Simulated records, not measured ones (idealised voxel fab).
Documented hereafter: the process module known as voxel wiring stack.
The width of the displayed cross-section, cut, is 300 nm; its cells are square, with a size of 5 nm.
Cross-section = grid of square cells, listed top down in bands; band = one or more rows.
This entry defines a band. It first specifies the height of the band's top and the height of its bottom in nm, and then specifies the band's materials from left to right, stating each material with its width in nm. The word "full width" identifies a single material that fills the band from edge to edge, while the word "empty" identifies empty space.
It should be noted that heights are counted from 0, beneath which the wafer as supplied is of one material throughout, and that the lowest band possesses no lower boundary but continues downward, as written in "0 and below".
So if you see something like "30->40" for the width, read it as the top row of the band sitting at the first number and the bottom row at the second, with every row in between moving by the same amount as the last.
A step reported as "nothing different" is a step in which no cell of the cross-section changed.
This entry, "Enclosed void catalog", enumerates those empty regions of no fewer than 8 cells that possess no open connection to the top. Each region is reported in the form width x height at distance, the distance being taken from the left edge, with all three quantities expressed in nm.
Where a step's line continues beyond its settings, the continuation is a remark by the simulator itself on that step.
"overlay nm" on a masked step: distance the mask lay right of its planned place, negative for left.
Everything after this point is organized in pairs: a cross-section before one process step, a cross-section after it that shows only as deep as the lowest changed band, and, under the pair, the intervening step with its settings. Because different runs of this module on the same starting wafer can supply different pairs, a pair continues from the pair above it only if its entry headed "State before" says so.

State before:
	0 and below: Si full width
	Enclosed void catalog: none

Resulting Cross-Section:
	10 down to 0: SiO2 full width
	Beneath the level 0, the cross-section is identical to its previous state.
	Enclosed void catalog: none
Link between the two cross-sections above: CONFORMAL_DEP,material SiO2,thk nm 10

State before: same picture as after in the pair right above, so we don't repeat it.

Resulting Cross-Section:
	15 down to 10: TiN full width
	Beneath the level 10, the cross-section is identical to its previous state.
	Enclosed void catalog: none
Link between the two cross-sections above: DIRECTIONAL_DEP,material TiN,thk nm 5

State before: same picture as after in the pair right above, so we don't repeat it.

Resulting Cross-Section:
	30 down to 15: W full width
	Beneath the level 15, the cross-section is identical to its previous state.
	Enclosed void catalog: none
Link between the two cross-sections above: DIRECTIONAL_DEP,material W,thk nm 15

State before: same picture as after in the pair right above, so we don't repeat it.

Resulting Cross-Section:
	50 down to 30: empty (85) | resist (30) | empty (20) | resist (30) | empty (20) | resist (30) | empty (85)
	Beneath the level 30, the cross-section is identical to its previous state.
	Enclosed void catalog: none
Link between the two cross-sections above: PATTERN,tone cover,mask id METAL_1,material resist,width nm 30,pitch nm 50,thk nm 20,overlay nm 0

State before: same picture as after in the pair right above, so we don't repeat it.

Resulting Cross-Section:
	50 down to 30: empty (85) | resist (30) | empty (20) | resist (30) | empty (20) | resist (30) | empty (85)
	30 down to 15: empty (85) | W (30) | empty (20) | W (30) | empty (20) | W (30) | empty (85)
	Beneath the level 15, the cross-section is identical to its previous state.
	Enclosed void catalog: none
Link between the two cross-sections above: DIRECTIONAL_ETCH,etch materials W,depth nm 15

State before: same picture as after in the pair right above, so we don't repeat it.

Resulting Cross-Section:
	50 down to 30: empty (85) | resist (30) | empty (20) | resist (30) | empty (20) | resist (30) | empty (85)
	30 down to 15: empty (85) | W (30) | empty (20) | W (30) | empty (20) | W (30) | empty (85)
	15 down to 10: empty (85) | TiN (30) | empty (20) | TiN (30) | empty (20) | TiN (30) | empty (85)
	Beneath the level 10, the cross-section is identical to its previous state.
	Enclosed void catalog: none
Link between the two cross-sections above: DIRECTIONAL_ETCH,etch materials TiN,depth nm 5

State before: same picture as after in the pair right above, so we don't repeat it.

Resulting Cross-Section:
	30 down to 15: empty (85) | W (30) | empty (20) | W (30) | empty (20) | W (30) | empty (85)
	Beneath the level 15, the cross-section is identical to its previous state.
	Enclosed void catalog: none
Link between the two cross-sections above: STRIP,etch materials resist

State before: same picture as after in the pair right above, so we don't repeat it.

Resulting Cross-Section:
	40 down to 30: lowk full width
	30 down to 15: lowk (85) | W (30) | lowk (20) | W (30) | lowk (20) | W (30) | lowk (85)
	15 down to 10: lowk (85) | TiN (30) | lowk (20) | TiN (30) | lowk (20) | TiN (30) | lowk (85)
	Beneath the level 10, the cross-section is identical to its previous state.
	Enclosed void catalog: none
Link between the two cross-sections above: FILL_DEP,material lowk,thk nm 10

State before: same picture as after in the pair right above, so we don't repeat it.

Resulting Cross-Section:
	30 down to 15: lowk (85) | W (30) | lowk (20) | W (30) | lowk (20) | W (30) | lowk (85)
	Beneath the level 15, the cross-section is identical to its previous state.
	Enclosed void catalog: none
Link between the two cross-sections above: CMP,height nm 30

State before: same picture as after in the pair right above, so we don't repeat it.

Resulting Cross-Section:
	35 down to 30: SiCN full width
	Beneath the level 30, the cross-section is identical to its previous state.
	Enclosed void catalog: none
Link between the two cross-sections above: CONFORMAL_DEP,material SiCN,thk nm 5

State before: same picture as after in the pair right above, so we don't repeat it.

Resulting Cross-Section:
	45 down to 35: lowk full width
	Beneath the level 35, the cross-section is identical to its previous state.
	Enclosed void catalog: none
Link between the two cross-sections above: DIRECTIONAL_DEP,material lowk,thk nm 10

State before: same picture as after in the pair right above, so we don't repeat it.

Resulting Cross-Section:
	65 down to 45: resist (85) | empty (15) | resist (35) | empty (15) | resist (35) | empty (15) | resist (100)
	Beneath the level 45, the cross-section is identical to its previous state.
	Enclosed void catalog: none
Link between the two cross-sections above: PATTERN,tone open,mask id PLUG_1,material resist,width nm 15,pitch nm 50,thk nm 20,overlay nm 0

State before: same picture as after in the pair right above, so we don't repeat it.

Resulting Cross-Section:
	65 down to 45: resist (85) | empty (15) | resist (35) | empty (15) | resist (35) | empty (15) | resist (100)
	45 down to 35: lowk (85) | empty (15) | lowk (35) | empty (15) | lowk (35) | empty (15) | lowk (100)
	Beneath the level 35, the cross-section is identical to its previous state.
	Enclosed void catalog: none
Link between the two cross-sections above: DIRECTIONAL_ETCH,etch materials lowk,depth nm 10

State before: same picture as after in the pair right above, so we don't repeat it.

Resulting Cross-Section:
	65 down to 45: resist (85) | empty (15) | resist (35) | empty (15) | resist (35) | empty (15) | resist (100)
	45 down to 35: lowk (85) | empty (15) | lowk (35) | empty (15) | lowk (35) | empty (15) | lowk (100)
	35 down to 30: SiCN (85) | empty (15) | SiCN (35) | empty (15) | SiCN (35) | empty (15) | SiCN (100)
	Beneath the level 30, the cross-section is identical to its previous state.
	Enclosed void catalog: none
Link between the two cross-sections above: DIRECTIONAL_ETCH,etch materials SiCN,depth nm 5

State before: same picture as after in the pair right above, so we don't repeat it.

Resulting Cross-Section:
	45 down to 35: lowk (85) | empty (15) | lowk (35) | empty (15) | lowk (35) | empty (15) | lowk (100)
	Beneath the level 35, the cross-section is identical to its previous state.
	Enclosed void catalog: none
Link between the two cross-sections above: STRIP,etch materials resist

State before: same picture as after in the pair right above, so we don't repeat it.

Resulting Cross-Section:
	45 down to 40: lowk (85) | empty (15) | lowk (35) | empty (15) | lowk (35) | empty (15) | lowk (100)
	40 down to 35: lowk (85) | Ru (15) | lowk (35) | Ru (15) | lowk (35) | Ru (15) | lowk (100)
	35 down to 30: SiCN (85) | Ru (15) | SiCN (35) | Ru (15) | SiCN (35) | Ru (15) | SiCN (100)
	Beneath the level 30, the cross-section is identical to its previous state.
	Enclosed void catalog: none
Link between the two cross-sections above: EPI,material Ru,thk nm 10

State before: same picture as after in the pair right above, so we don't repeat it.

Resulting Cross-Section:
	45 down to 35: lowk (85) | Ru (15) | lowk (35) | Ru (15) | lowk (35) | Ru (15) | lowk (100)
	Beneath the level 35, the cross-section is identical to its previous state.
	Enclosed void catalog: none
Link between the two cross-sections above: EPI,material Ru,thk nm 5

State before: same picture as after in the pair right above, so we don't repeat it.

Resulting Cross-Section:
	50 down to 45: SiCN full width
	Beneath the level 45, the cross-section is identical to its previous state.
	Enclosed void catalog: none
Link between the two cross-sections above: CONFORMAL_DEP,material SiCN,thk nm 5

State before: same picture as after in the pair right above, so we don't repeat it.

Resulting Cross-Section:
	65 down to 50: SiO2 full width
	Beneath the level 50, the cross-section is identical to its previous state.
	Enclosed void catalog: none
Link between the two cross-sections above: DIRECTIONAL_DEP,material SiO2,thk nm 15

State before: same picture as after in the pair right above, so we don't repeat it.

Resulting Cross-Section:
	75 down to 65: aC full width
	Beneath the level 65, the cross-section is identical to its previous state.
	Enclosed void catalog: none
Link between the two cross-sections above: DIRECTIONAL_DEP,material aC,thk nm 10

State before: same picture as after in the pair right above, so we don't repeat it.

Resulting Cross-Section:
	105 down to 75: resist (85) | empty (30) | resist (20) | empty (30) | resist (20) | empty (30) | resist (85)
	Beneath the level 75, the cross-section is identical to its previous state.
	Enclosed void catalog: none
Link between the two cross-sections above: PATTERN,tone open,mask id METAL_2,material resist,width nm 30,pitch nm 50,thk nm 30,overlay nm 0

State before: same picture as after in the pair right above, so we don't repeat it.

Resulting Cross-Section:
	95 down to 75: resist (85) | empty (30) | resist (20) | empty (30) | resist (20) | empty (30) | resist (85)
	75 down to 65: aC (85) | empty (30) | aC (20) | empty (30) | aC (20) | empty (30) | aC (85)
	Beneath the level 65, the cross-section is identical to its previous state.
	Enclosed void catalog: none
Link between the two cross-sections above: DIRECTIONAL_ETCH,etch materials aC,depth nm 10

State before: same picture as after in the pair right above, so we don't repeat it.

Resulting Cross-Section:
	75 down to 65: aC (85) | empty (30) | aC (20) | empty (30) | aC (20) | empty (30) | aC (85)
	Beneath the level 65, the cross-section is identical to its previous state.
	Enclosed void catalog: none
Link between the two cross-sections above: STRIP,etch materials resist

State before: same picture as after in the pair right above, so we don't repeat it.

Resulting Cross-Section:
	75 down to 65: aC (85) | empty (30) | aC (20) | empty (30) | aC (20) | empty (30) | aC (85)
	65 down to 50: SiO2 (85) | empty (30) | SiO2 (20) | empty (30) | SiO2 (20) | empty (30) | SiO2 (85)
	Beneath the level 50, the cross-section is identical to its previous state.
	Enclosed void catalog: none
Link between the two cross-sections above: DIRECTIONAL_ETCH,etch materials SiO2,depth nm 15

State before: same picture as after in the pair right above, so we don't repeat it.

Resulting Cross-Section:
	75 down to 65: aC (85) | empty (30) | aC (20) | empty (30) | aC (20) | empty (30) | aC (85)
	65 down to 50: SiO2 (85) | empty (30) | SiO2 (20) | empty (30) | SiO2 (20) | empty (30) | SiO2 (85)
	50 down to 45: SiCN (85) | empty (30) | SiCN (20) | empty (30) | SiCN (20) | empty (30) | SiCN (85)
	Beneath the level 45, the cross-section is identical to its previous state.
	Enclosed void catalog: none
Link between the two cross-sections above: DIRECTIONAL_ETCH,etch materials SiCN,depth nm 5

State before: same picture as after in the pair right above, so we don't repeat it.

Resulting Cross-Section:
	65 down to 50: SiO2 (85) | empty (30) | SiO2 (20) | empty (30) | SiO2 (20) | empty (30) | SiO2 (85)
	Beneath the level 50, the cross-section is identical to its previous state.
	Enclosed void catalog: none
Link between the two cross-sections above: STRIP,etch materials aC

State before: same picture as after in the pair right above, so we don't repeat it.

Resulting Cross-Section:
	70 down to 65: TiN (90) | empty (20) | TiN (30) | empty (20) | TiN (30) | empty (20) | TiN (90)
	65 down to 50: SiO2 (85) | TiN (5) | empty (20) | TiN (5) | SiO2 (20) | TiN (5) | empty (20) | TiN (5) | SiO2 (20) | TiN (5) | empty (20) | TiN (5) | SiO2 (85)
	50 down to 45: SiCN (85) | TiN (30) | SiCN (20) | TiN (30) | SiCN (20) | TiN (30) | SiCN (85)
	Beneath the level 45, the cross-section is identical to its previous state.
	Enclosed void catalog: none
Link between the two cross-sections above: CONFORMAL_DEP,material TiN,thk nm 5

State before: same picture as after in the pair right above, so we don't repeat it.

Resulting Cross-Section:
	80 down to 70: Ru full width
	70 down to 65: TiN (90) | Ru (20) | TiN (30) | Ru (20) | TiN (30) | Ru (20) | TiN (90)
	65 down to 50: SiO2 (85) | TiN (5) | Ru (20) | TiN (5) | SiO2 (20) | TiN (5) | Ru (20) | TiN (5) | SiO2 (20) | TiN (5) | Ru (20) | TiN (5) | SiO2 (85)
	Beneath the level 50, the cross-section is identical to its previous state.
	Enclosed void catalog: none
Link between the two cross-sections above: FILL_DEP,material Ru,thk nm 10

State before: same picture as after in the pair right above, so we don't repeat it.

Resulting Cross-Section:
	65 down to 50: SiO2 (85) | TiN (5) | Ru (20) | TiN (5) | SiO2 (20) | TiN (5) | Ru (20) | TiN (5) | SiO2 (20) | TiN (5) | Ru (20) | TiN (5) | SiO2 (85)
	Beneath the level 50, the cross-section is identical to its previous state.
	Enclosed void catalog: none
Link between the two cross-sections above: CMP,height nm 65

State before: same picture as after in the pair right above, so we don't repeat it.

Resulting Cross-Section:
	70 down to 65: empty (80) | Ru (40) | empty (10) | Ru (40) | empty (10) | Ru (40) | empty (80)
	Beneath the level 65, the cross-section is identical to its previous state.
	Enclosed void catalog: none
Link between the two cross-sections above: EPI,material Ru,thk nm 5

State before: same picture as after in the pair right above, so we don't repeat it.

Resulting Cross-Section:
	75 down to 70: SiCN full width
	70 down to 65: SiCN (80) | Ru (40) | SiCN (10) | Ru (40) | SiCN (10) | Ru (40) | SiCN (80)
	Beneath the level 65, the cross-section is identical to its previous state.
	Enclosed void catalog: none
Link between the two cross-sections above: FILL_DEP,material SiCN,thk nm 5

State before:
	80 down to 70: Ru full width
	70 down to 65: TiN (90) | Ru (20) | TiN (30) | Ru (20) | TiN (30) | Ru (20) | TiN (90)
	65 down to 50: SiO2 (85) | TiN (5) | Ru (20) | TiN (5) | SiO2 (20) | TiN (5) | Ru (20) | TiN (5) | SiO2 (20) | TiN (5) | Ru (20) | TiN (5) | SiO2 (85)
	50 down to 45: SiCN (85) | TiN (30) | SiCN (20) | TiN (30) | SiCN (20) | TiN (30) | SiCN (85)
	45 down to 35: lowk (85) | Ru (15) | lowk (35) | Ru (15) | lowk (35) | Ru (15) | lowk (100)
	35 down to 30: SiCN (85) | Ru (15) | SiCN (35) | Ru (15) | SiCN (35) | Ru (15) | SiCN (100)
	30 down to 15: lowk (85) | W (30) | lowk (20) | W (30) | lowk (20) | W (30) | lowk (85)
	15 down to 10: lowk (85) | TiN (30) | lowk (20) | TiN (30) | lowk (20) | TiN (30) | lowk (85)
	10 down to 0: SiO2 full width
	0 and below: Si full width
	Enclosed void catalog: none

Resulting Cross-Section:
	85 down to 70: Ru full width
	Beneath the level 70, the cross-section is identical to its previous state.
	Enclosed void catalog: none
Link between the two cross-sections above: EPI,material Ru,thk nm 5

State before: same picture as after in the pair right above, so we don't repeat it.

Resulting Cross-Section:
	90 down to 85: SiCN full width
	Beneath the level 85, the cross-section is identical to its previous state.
	Enclosed void catalog: none
Link between the two cross-sections above: FILL_DEP,material SiCN,thk nm 5

State before:
	45 down to 40: lowk (85) | empty (15) | lowk (35) | empty (15) | lowk (35) | empty (15) | lowk (100)
	40 down to 35: lowk (85) | Ru (15) | lowk (35) | Ru (15) | lowk (35) | Ru (15) | lowk (100)
	35 down to 30: SiCN (85) | Ru (15) | SiCN (35) | Ru (15) | SiCN (35) | Ru (15) | SiCN (100)
	30 down to 15: lowk (85) | W (30) | lowk (20) | W (30) | lowk (20) | W (30) | lowk (85)
	15 down to 10: lowk (85) | TiN (30) | lowk (20) | TiN (30) | lowk (20) | TiN (30) | lowk (85)
	10 down to 0: SiO2 full width
	0 and below: Si full width
	Enclosed void catalog: none

Resulting Cross-Section:
	50 down to 45: empty (80) | Ru (25) | empty (25) | Ru (25) | empty (25) | Ru (25) | empty (95)
	45 down to 35: lowk (85) | Ru (15) | lowk (35) | Ru (15) | lowk (35) | Ru (15) | lowk (100)
	Beneath the level 35, the cross-section is identical to its previous state.
	Enclosed void catalog: none
Link between the two cross-sections above: EPI,material Ru,thk nm 10

State before: same picture as after in the pair right above, so we don't repeat it.

Resulting Cross-Section:
	55 down to 45: empty (75) | Ru (35) | empty (15) | Ru (35) | empty (15) | Ru (35) | empty (90)
	Beneath the level 45, the cross-section is identical to its previous state.
	Enclosed void catalog: none
Link between the two cross-sections above: EPI,material Ru,thk nm 5

State before: same picture as after in the pair right above, so we don't repeat it.

Resulting Cross-Section:
	60 down to 55: empty (70) | SiCN (45) | empty (5) | SiCN (45) | empty (5) | SiCN (45) | empty (85)
	55 down to 50: empty (70) | SiCN (5) | Ru (35) | SiCN (5) | empty (5) | SiCN (5) | Ru (35) | SiCN (5) | empty (5) | SiCN (5) | Ru (35) | SiCN (5) | empty (85)
	50 down to 45: SiCN (75) | Ru (35) | SiCN (15) | Ru (35) | SiCN (15) | Ru (35) | SiCN (90)
	Beneath the level 45, the cross-section is identical to its previous state.
	Enclosed void catalog: none
Link between the two cross-sections above: CONFORMAL_DEP,material SiCN,thk nm 5

State before: same picture as after in the pair right above, so we don't repeat it.

Resulting Cross-Section:
	75 down to 65: empty (70) | SiO2 (45) | empty (5) | SiO2 (45) | empty (5) | SiO2 (45) | empty (85)
	65 down to 60: SiO2 full width
	60 down to 55: SiO2 (70) | SiCN (45) | SiO2 (5) | SiCN (45) | SiO2 (5) | SiCN (45) | SiO2 (85)
	55 down to 50: SiO2 (70) | SiCN (5) | Ru (35) | SiCN (5) | SiO2 (5) | SiCN (5) | Ru (35) | SiCN (5) | SiO2 (5) | SiCN (5) | Ru (35) | SiCN (5) | SiO2 (85)
	Beneath the level 50, the cross-section is identical to its previous state.
	Enclosed void catalog: none
Link between the two cross-sections above: DIRECTIONAL_DEP,material SiO2,thk nm 15

State before: same picture as after in the pair right above, so we don't repeat it.

Resulting Cross-Section:
	85 down to 75: empty (70) | aC (45) | empty (5) | aC (45) | empty (5) | aC (45) | empty (85)
	75 down to 65: aC (70) | SiO2 (45) | aC (5) | SiO2 (45) | aC (5) | SiO2 (45) | aC (85)
	Beneath the level 65, the cross-section is identical to its previous state.
	Enclosed void catalog: none
Link between the two cross-sections above: DIRECTIONAL_DEP,material aC,thk nm 10

State before: same picture as after in the pair right above, so we don't repeat it.

Resulting Cross-Section:
	115 down to 85: resist (85) | empty (30) | resist (20) | empty (30) | resist (20) | empty (30) | resist (85)
	85 down to 75: resist (70) | aC (45) | resist (5) | aC (45) | resist (5) | aC (45) | resist (85)
	Beneath the level 75, the cross-section is identical to its previous state.
	Enclosed void catalog: none
Link between the two cross-sections above: PATTERN,tone open,mask id METAL_2,material resist,width nm 30,pitch nm 50,thk nm 30,overlay nm 0

State before: same picture as after in the pair right above, so we don't repeat it.

Resulting Cross-Section:
	105 down to 85: resist (85) | empty (30) | resist (20) | empty (30) | resist (20) | empty (30) | resist (85)
	85 down to 75: resist (70) | aC (15) | empty (30) | resist (5) | aC (15) | empty (30) | resist (5) | aC (15) | empty (30) | resist (85)
	Beneath the level 75, the cross-section is identical to its previous state.
	Enclosed void catalog: none
Link between the two cross-sections above: DIRECTIONAL_ETCH,etch materials aC,depth nm 10

State before: same picture as after in the pair right above, so we don't repeat it.

Resulting Cross-Section:
	85 down to 75: empty (70) | aC (15) | empty (35) | aC (15) | empty (35) | aC (15) | empty (115)
	Beneath the level 75, the cross-section is identical to its previous state.
	Enclosed void catalog: none
Link between the two cross-sections above: STRIP,etch materials resist

State before: same picture as after in the pair right above, so we don't repeat it.

Resulting Cross-Section:
	85 down to 75: empty (70) | aC (15) | empty (35) | aC (15) | empty (35) | aC (15) | empty (115)
	75 down to 65: aC (70) | SiO2 (15) | empty (30) | aC (5) | SiO2 (15) | empty (30) | aC (5) | SiO2 (15) | empty (30) | aC (85)
	65 down to 60: SiO2 (85) | empty (30) | SiO2 (20) | empty (30) | SiO2 (20) | empty (30) | SiO2 (85)
	Beneath the level 60, the cross-section is identical to its previous state.
	Enclosed void catalog: none
Link between the two cross-sections above: DIRECTIONAL_ETCH,etch materials SiO2,depth nm 15

State before: same picture as after in the pair right above, so we don't repeat it.

Resulting Cross-Section:
	85 down to 75: empty (70) | aC (15) | empty (35) | aC (15) | empty (35) | aC (15) | empty (115)
	75 down to 65: aC (70) | SiO2 (15) | empty (30) | aC (5) | SiO2 (15) | empty (30) | aC (5) | SiO2 (15) | empty (30) | aC (85)
	65 down to 60: SiO2 (85) | empty (30) | SiO2 (20) | empty (30) | SiO2 (20) | empty (30) | SiO2 (85)
	60 down to 55: SiO2 (70) | SiCN (15) | empty (30) | SiO2 (5) | SiCN (15) | empty (30) | SiO2 (5) | SiCN (15) | empty (30) | SiO2 (85)
	Beneath the level 55, the cross-section is identical to its previous state.
	Enclosed void catalog: none
Link between the two cross-sections above: DIRECTIONAL_ETCH,etch materials SiCN,depth nm 5

State before: same picture as after in the pair right above, so we don't repeat it.

Resulting Cross-Section:
	75 down to 65: empty (70) | SiO2 (15) | empty (35) | SiO2 (15) | empty (35) | SiO2 (15) | empty (115)
	Beneath the level 65, the cross-section is identical to its previous state.
	Enclosed void catalog: none
Link between the two cross-sections above: STRIP,etch materials aC

State before: same picture as after in the pair right above, so we don't repeat it.

Resulting Cross-Section:
	80 down to 75: empty (65) | TiN (25) | empty (25) | TiN (25) | empty (25) | TiN (25) | empty (110)
	75 down to 70: empty (65) | TiN (5) | SiO2 (15) | TiN (5) | empty (25) | TiN (5) | SiO2 (15) | TiN (5) | empty (25) | TiN (5) | SiO2 (15) | TiN (5) | empty (110)
	70 down to 65: TiN (70) | SiO2 (15) | TiN (5) | empty (20) | TiN (10) | SiO2 (15) | TiN (5) | empty (20) | TiN (10) | SiO2 (15) | TiN (5) | empty (20) | TiN (90)
	65 down to 60: SiO2 (85) | TiN (5) | empty (20) | TiN (5) | SiO2 (20) | TiN (5) | empty (20) | TiN (5) | SiO2 (20) | TiN (5) | empty (20) | TiN (5) | SiO2 (85)
	60 down to 55: SiO2 (70) | SiCN (15) | TiN (30) | SiO2 (5) | SiCN (15) | TiN (30) | SiO2 (5) | SiCN (15) | TiN (30) | SiO2 (85)
	Beneath the level 55, the cross-section is identical to its previous state.
	Enclosed void catalog: none
Link between the two cross-sections above: CONFORMAL_DEP,material TiN,thk nm 5

State before: same picture as after in the pair right above, so we don't repeat it.

Resulting Cross-Section:
	90 down to 80: Ru full width
	80 down to 75: Ru (65) | TiN (25) | Ru (25) | TiN (25) | Ru (25) | TiN (25) | Ru (110)
	75 down to 70: Ru (65) | TiN (5) | SiO2 (15) | TiN (5) | Ru (25) | TiN (5) | SiO2 (15) | TiN (5) | Ru (25) | TiN (5) | SiO2 (15) | TiN (5) | Ru (110)
	70 down to 65: TiN (70) | SiO2 (15) | TiN (5) | Ru (20) | TiN (10) | SiO2 (15) | TiN (5) | Ru (20) | TiN (10) | SiO2 (15) | TiN (5) | Ru (20) | TiN (90)
	65 down to 60: SiO2 (85) | TiN (5) | Ru (20) | TiN (5) | SiO2 (20) | TiN (5) | Ru (20) | TiN (5) | SiO2 (20) | TiN (5) | Ru (20) | TiN (5) | SiO2 (85)
	Beneath the level 60, the cross-section is identical to its previous state.
	Enclosed void catalog: none
Link between the two cross-sections above: FILL_DEP,material Ru,thk nm 10

State before: same picture as after in the pair right above, so we don't repeat it.

Resulting Cross-Section:
	65 down to 60: SiO2 (85) | TiN (5) | Ru (20) | TiN (5) | SiO2 (20) | TiN (5) | Ru (20) | TiN (5) | SiO2 (20) | TiN (5) | Ru (20) | TiN (5) | SiO2 (85)
	Beneath the level 60, the cross-section is identical to its previous state.
	Enclosed void catalog: none
Link between the two cross-sections above: CMP,height nm 65

State before: same picture as after in the pair right above, so we don't repeat it.

Resulting Cross-Section:
	70 down to 65: empty (80) | Ru (40) | empty (10) | Ru (40) | empty (10) | Ru (40) | empty (80)
	Beneath the level 65, the cross-section is identical to its previous state.
	Enclosed void catalog: none
Link between the two cross-sections above: EPI,material Ru,thk nm 5

State before: same picture as after in the pair right above, so we don't repeat it.

Resulting Cross-Section:
	75 down to 70: SiCN full width
	70 down to 65: SiCN (80) | Ru (40) | SiCN (10) | Ru (40) | SiCN (10) | Ru (40) | SiCN (80)
	Beneath the level 65, the cross-section is identical to its previous state.
	Enclosed void catalog: none
Link between the two cross-sections above: FILL_DEP,material SiCN,thk nm 5

State before:
	30 down to 15: lowk (85) | W (30) | lowk (20) | W (30) | lowk (20) | W (30) | lowk (85)
	15 down to 10: lowk (85) | TiN (30) | lowk (20) | TiN (30) | lowk (20) | TiN (30) | lowk (85)
	10 down to 0: SiO2 full width
	0 and below: Si full width
	Enclosed void catalog: none

Resulting Cross-Section:
	40 down to 30: lowk full width
	Beneath the level 30, the cross-section is identical to its previous state.
	Enclosed void catalog: none
Link between the two cross-sections above: DIRECTIONAL_DEP,material lowk,thk nm 10

State before: same picture as after in the pair right above, so we don't repeat it.

Resulting Cross-Section:
	45 down to 40: SiCN full width
	Beneath the level 40, the cross-section is identical to its previous state.
	Enclosed void catalog: none
Link between the two cross-sections above: CONFORMAL_DEP,material SiCN,thk nm 5

State before: same picture as after in the pair right above, so we don't repeat it.

Resulting Cross-Section:
	65 down to 45: resist (85) | empty (15) | resist (35) | empty (15) | resist (35) | empty (15) | resist (100)
	Beneath the level 45, the cross-section is identical to its previous state.
	Enclosed void catalog: none
Link between the two cross-sections above: PATTERN,tone open,mask id PLUG_1,material resist,width nm 15,pitch nm 50,thk nm 20,overlay nm 0

State before: same picture as after in the pair right above, so we don't repeat it.

Resulting Cross-Section:
	65 down to 45: resist (85) | empty (15) | resist (35) | empty (15) | resist (35) | empty (15) | resist (100)
	45 down to 40: SiCN (85) | empty (15) | SiCN (35) | empty (15) | SiCN (35) | empty (15) | SiCN (100)
	Beneath the level 40, the cross-section is identical to its previous state.
	Enclosed void catalog: none
Link between the two cross-sections above: DIRECTIONAL_ETCH,etch materials SiCN,depth nm 5

State before: same picture as after in the pair right above, so we don't repeat it.

Resulting Cross-Section:
	45 down to 40: SiCN (85) | empty (15) | SiCN (35) | empty (15) | SiCN (35) | empty (15) | SiCN (100)
	Beneath the level 40, the cross-section is identical to its previous state.
	Enclosed void catalog: none
Link between the two cross-sections above: STRIP,etch materials resist

State before: same picture as after in the pair right above, so we don't repeat it.

Resulting Cross-Section:
	50 down to 45: SiCN (90) | empty (5) | SiCN (45) | empty (5) | SiCN (45) | empty (5) | SiCN (105)
	45 down to 40: SiCN full width
	Beneath the level 40, the cross-section is identical to its previous state.
	Enclosed void catalog: none
Link between the two cross-sections above: CONFORMAL_DEP,material SiCN,thk nm 5

State before: same picture as after in the pair right above, so we don't repeat it.

Resulting Cross-Section:
	65 down to 60: SiO2 (90) | empty (5) | SiO2 (45) | empty (5) | SiO2 (45) | empty (5) | SiO2 (105)
	60 down to 50: SiO2 full width
	50 down to 45: SiCN (90) | SiO2 (5) | SiCN (45) | SiO2 (5) | SiCN (45) | SiO2 (5) | SiCN (105)
	Beneath the level 45, the cross-section is identical to its previous state.
	Enclosed void catalog: none
Link between the two cross-sections above: DIRECTIONAL_DEP,material SiO2,thk nm 15

State before: same picture as after in the pair right above, so we don't repeat it.

Resulting Cross-Section:
	75 down to 70: aC (90) | empty (5) | aC (45) | empty (5) | aC (45) | empty (5) | aC (105)
	70 down to 65: aC full width
	65 down to 60: SiO2 (90) | aC (5) | SiO2 (45) | aC (5) | SiO2 (45) | aC (5) | SiO2 (105)
	Beneath the level 60, the cross-section is identical to its previous state.
	Enclosed void catalog: none
Link between the two cross-sections above: DIRECTIONAL_DEP,material aC,thk nm 10

State before: same picture as after in the pair right above, so we don't repeat it.

Resulting Cross-Section:
	105 down to 75: resist (85) | empty (30) | resist (20) | empty (30) | resist (20) | empty (30) | resist (85)
	Beneath the level 75, the cross-section is identical to its previous state.
	Enclosed void catalog: none
Link between the two cross-sections above: PATTERN,tone open,mask id METAL_2,material resist,width nm 30,pitch nm 50,thk nm 30,overlay nm 0

State before: same picture as after in the pair right above, so we don't repeat it.

Resulting Cross-Section:
	95 down to 75: resist (85) | empty (30) | resist (20) | empty (30) | resist (20) | empty (30) | resist (85)
	75 down to 65: aC (85) | empty (30) | aC (20) | empty (30) | aC (20) | empty (30) | aC (85)
	65 down to 60: SiO2 (90) | empty (5) | SiO2 (45) | empty (5) | SiO2 (45) | empty (5) | SiO2 (105)
	Beneath the level 60, the cross-section is identical to its previous state.
	Enclosed void catalog: none
Link between the two cross-sections above: DIRECTIONAL_ETCH,etch materials aC,depth nm 10

State before: same picture as after in the pair right above, so we don't repeat it.

Resulting Cross-Section:
	75 down to 65: aC (85) | empty (30) | aC (20) | empty (30) | aC (20) | empty (30) | aC (85)
	Beneath the level 65, the cross-section is identical to its previous state.
	Enclosed void catalog: none
Link between the two cross-sections above: STRIP,etch materials resist

State before: same picture as after in the pair right above, so we don't repeat it.

Resulting Cross-Section:
	75 down to 65: aC (85) | empty (30) | aC (20) | empty (30) | aC (20) | empty (30) | aC (85)
	65 down to 50: SiO2 (85) | empty (30) | SiO2 (20) | empty (30) | SiO2 (20) | empty (30) | SiO2 (85)
	50 down to 45: SiCN (90) | empty (5) | SiCN (45) | empty (5) | SiCN (45) | empty (5) | SiCN (105)
	Beneath the level 45, the cross-section is identical to its previous state.
	Enclosed void catalog: none
Link between the two cross-sections above: DIRECTIONAL_ETCH,etch materials SiO2,depth nm 15

State before: same picture as after in the pair right above, so we don't repeat it.

Resulting Cross-Section:
	75 down to 65: aC (85) | empty (30) | aC (20) | empty (30) | aC (20) | empty (30) | aC (85)
	65 down to 50: SiO2 (85) | empty (30) | SiO2 (20) | empty (30) | SiO2 (20) | empty (30) | SiO2 (85)
	50 down to 40: SiCN (85->90) | empty (30->5) | SiCN (20->45) | empty (30->5) | SiCN (20->45) | empty (30->5) | SiCN (85->105)
	Beneath the level 40, the cross-section is identical to its previous state.
	Enclosed void catalog: none
Link between the two cross-sections above: DIRECTIONAL_ETCH,etch materials SiCN,depth nm 5

State before: same picture as after in the pair right above, so we don't repeat it.

Resulting Cross-Section:
	65 down to 50: SiO2 (85) | empty (30) | SiO2 (20) | empty (30) | SiO2 (20) | empty (30) | SiO2 (85)
	Beneath the level 50, the cross-section is identical to its previous state.
	Enclosed void catalog: none
Link between the two cross-sections above: STRIP,etch materials aC

State before: same picture as after in the pair right above, so we don't repeat it.

Resulting Cross-Section:
	70 down to 65: TiN (90) | empty (20) | TiN (30) | empty (20) | TiN (30) | empty (20) | TiN (90)
	65 down to 50: SiO2 (85) | TiN (5) | empty (20) | TiN (5) | SiO2 (20) | TiN (5) | empty (20) | TiN (5) | SiO2 (20) | TiN (5) | empty (20) | TiN (5) | SiO2 (85)
	50 down to 40: SiCN (85->90) | TiN (30->5) | SiCN (20->45) | TiN (30->5) | SiCN (20->45) | TiN (30->5) | SiCN (85->105)
	Beneath the level 40, the cross-section is identical to its previous state.
	Enclosed void catalog: none
Link between the two cross-sections above: CONFORMAL_DEP,material TiN,thk nm 5
